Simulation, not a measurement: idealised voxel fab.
The following is a process module called voxel spacer lines.
FYI the section here is cut, 220 nm wide, cells are 5 nm squares.
Cross-sections here: square-cell grids, written as top-down lists of bands, a band being one or more rows of cells.
A band entry consists of two parts. The first gives the height of the band's top and the height of its bottom, in nm. The rest lists the band's materials from left to right, each with its width in nm. A single material labelled with the word "everywhere" fills the band from edge to edge, and the word "blank" marks empty space.
The level at which height equals 0 is the one under which the wafer, as it arrives, is entirely one material. No lower edge exists for the bottom band, which continues downward and is notated as in "z 0 and below".
Width spec "30 to 40" -> top row of cells at first value, bottom row at second value, equal per-row change in between.
The cross-section has no changed cell in any step marked "no alterations made".
The entry titled "Enclosed voids" provides the empty spaces that have no open way to the top, restricted to those of 8 cells or more. Each is presented as width x height at distance, the distance being measured from the left edge, with all three in nm.
On a step's line, text after the settings is the simulator commenting on that step.
overlay nm: mask offset rightward from planned place, masked step; negative means leftward offset.

**Process steps foreseen in the plan**
1,RECEIVE [material Si]
2,CONFORMAL_DEP [material Al2O3] [thk nm 5]
3,DIRECTIONAL_DEP [material TiN] [thk nm 20]
4,DIRECTIONAL_DEP [material polySi] [thk nm 20]
5,PATTERN [tone cover] [mask id MANDREL] [material resist] [width nm 15] [pitch nm 60] [thk nm 25] [overlay nm 0]
6,DIRECTIONAL_ETCH [etch materials polySi] [depth nm 20]
7,STRIP [etch materials resist]
8,CONFORMAL_DEP [material SiN] [thk nm 15]
9,DIRECTIONAL_ETCH [etch materials SiN] [depth nm 15]
10,STRIP [etch materials polySi]
11,DIRECTIONAL_ETCH [etch materials TiN] [depth nm 20]
12,STRIP [etch materials SiN]

**Wafer as received: cross-section following step 1**
z 0 and below: Si everywhere
Enclosed voids: none

**The first of the two wafers as seen in cross-section once the module was finished; processing followed the plan**
z 25 to 5: blank (55) | TiN (15) | blank (15) | TiN (15) | blank (15) | TiN (15) | blank (15) | TiN (15) | blank (60)
z 5 to 0: Al2O3 everywhere
z 0 and below: Si everywhere
Enclosed voids: none

**Cross-sectional view of the second of two wafers upon completion of the module. This wafer shared its starting condition and process plan with the first; one error was made during its execution**
z 25 to 5: blank (60) | TiN (10) | blank (15) | TiN (10) | blank (25) | TiN (10) | blank (15) | TiN (10) | blank (65)
z 5 to 0: Al2O3 everywhere
z 0 and below: Si everywhere
Enclosed voids: none
Run error: contrary to plan, step 8 was performed as CONFORMAL_DEP [material SiN] [thk nm 10]
Per the end-of-run cell counts, the second wafer holds more or fewer of some materials than the first: 16 fewer of TiN
